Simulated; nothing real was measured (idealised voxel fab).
Module name: voxel spacer lines (process module)
The cross-section on display is named cut; it measures 240 nm wide, and its cells are 5 nm squares.
We lay out every cross-section as a grid of square cells and spell it out in bands from the top down, where one band means one or more rows of cells. Within each band entry, the heights of the top and of the bottom of the band appear first, in that order and in nm; the materials of the band then follow from left to right, each with its corresponding width in nm. The designation "all across" on a single material indicates that it fills the band from edge to edge; the designation "blank" indicates empty space. Ref level 0: as-received wafer is one material below here. Bottom band extends down with no lower bound ("0 and below"). Think of "30..40" as a width that walks from the first number to the second as you go down the band, top row to bottom row, taking equal-sized steps from row to row. Take "left unchanged" at face value: in the step it is given for, the cross-section changed in none of its cells. Each empty space that has no open way to the top and spans at least 8 cells appears under "Closed-off voids" as width x height at distance, the distance counted from the left edge, all in nm. It should be noted that, on the line of a given step, the content following the step's settings is a remark produced by the simulator itself with respect to that step. "overlay nm" on a masked step: distance the mask lay right of its planned place, negative for left.

So here's the lineup of process steps we planned:
1 RECEIVE,material Si
2 CONFORMAL_DEP,material Al2O3,thk nm 10
3 DIRECTIONAL_DEP,material polySi,thk nm 15
4 DIRECTIONAL_DEP,material aC,thk nm 25
5 PATTERN,tone cover,mask id MANDREL,material resist,width nm 15,pitch nm 70,thk nm 30,overlay nm 0
6 DIRECTIONAL_ETCH,etch materials aC,depth nm 25
7 STRIP,etch materials resist
8 CONFORMAL_DEP,material SiN,thk nm 10
9 DIRECTIONAL_ETCH,etch materials SiN,depth nm 10
10 STRIP,etch materials aC
11 DIRECTIONAL_ETCH,etch materials polySi,depth nm 15
12 STRIP,etch materials SiN
Variable across wafers: step 5 width nm (plan value is that of the first wafer; starting state common to all).

As-received cross-section, first of several wafers, post step 1:
0 and below = Si all across
Closed-off voids: none

Below, a row for every wafer. Read it as the end-of-module picture: for each material the wafer shows its cells gained (+) or lost (-) since it was received, and then its closed voids:
width nm 15, +96 Al2O3, +24 polySi, Closed-off voids: none
width nm 20, +96 Al2O3, +24 polySi, Closed-off voids: none
width nm 25, +96 Al2O3, +24 polySi, Closed-off voids: none
width nm 30, +96 Al2O3, +24 polySi, Closed-off voids: none
width nm 35, +96 Al2O3, +24 polySi, Closed-off voids: none
width nm 40, +96 Al2O3, +24 polySi, Closed-off voids: none
